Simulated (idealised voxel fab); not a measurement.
process module | voxel self aligned vias
cross-section cut | 235 nm wide | cells 5 nm
A cross-section is a grid of square cells, given in bands from the top down. A band is one or more rows of cells.
Each band's line starts with the height of the band's top and of its bottom, in nm. Then come its materials from left to right, each with its width in nm. One material with "throughout" fills the band from edge to edge. "air" is empty space.
Height 0 is the level under which the wafer as received is all one material. The lowest band goes on downwards, as in "0 down".
A width such as "30 to 40" changes by the same amount from each row of cells to the next, from the band's top row to its bottom row.
"no change" after a step means that no cell of the cross-section changed.
closed voids: empty space of 8 cells or more with no open way to the top, each as width x height at its distance from the left edge, in nm
after a step's settings: what the simulator itself notes on the step
overlay nm, on a step with a mask: how far to the right of its planned place the mask lay; to the left if negative
plan
1 op RECEIVE | material Si
2 op CONFORMAL_DEP | material SiO2 | thk nm 10
3 op CONFORMAL_DEP | material SiCN | thk nm 5
4 op DIRECTIONAL_DEP | material SiO2 | thk nm 20
5 op MASKED_ETCH | tone open | mask id LINES | width nm 25 | pitch nm 70 | etch materials SiO2 | depth nm 20 | overlay nm 0
6 op CONFORMAL_DEP | material TiN | thk nm 5
7 op FILL_DEP | material W | thk nm 10
8 op CMP | height nm 35
9 op SELECTIVE_ETCH | etch materials W Ru TiN | depth nm 5
10 op FILL_DEP | material SiN | thk nm 5
11 op CMP | height nm 35
12 op DIRECTIONAL_DEP | material SiO2 | thk nm 15
13 op MASKED_ETCH | tone open | mask id VIAS | width nm 45 | pitch nm 70 | etch materials SiO2 | depth nm 15 | overlay nm 0
14 op MASKED_ETCH | tone open | mask id VIAS | width nm 45 | pitch nm 70 | etch materials SiN | depth nm 5 | overlay nm 0
15 op CONFORMAL_DEP | material TiN | thk nm 5
16 op FILL_DEP | material W | thk nm 10
17 op CMP | height nm 50
18 op CONFORMAL_DEP | material SiN | thk nm 5
as received, after step 1
  0 down: Si throughout
  closed voids: none
a wafer at the end: this start, this plan, one mistake
  55 to 50: SiN throughout
  50 to 40: SiO2 60 | TiN 5 | W 35 | TiN 5 | SiO2 25 | TiN 5 | W 35 | TiN 5 | SiO2 60
  40 to 35: SiO2 60 | TiN 45 | SiO2 25 | TiN 45 | SiO2 60
  35 to 30: SiN 60 | TiN 10 | SiO2 25 | TiN 10 | SiN 25 | TiN 10 | SiO2 25 | TiN 10 | SiN 60
  30 to 20: W 65 | TiN 5 | SiO2 25 | TiN 5 | W 35 | TiN 5 | SiO2 25 | TiN 5 | W 65
  20 to 15: TiN 70 | SiO2 25 | TiN 45 | SiO2 25 | TiN 70
  15 to 10: SiCN throughout
  10 to 0: SiO2 throughout
  0 down: Si throughout
  closed voids: none
what went wrong: step 5 ran as: op MASKED_ETCH | tone cover | mask id LINES | width nm 25 | pitch nm 70 | etch materials SiO2 | depth nm 20 | overlay nm 0
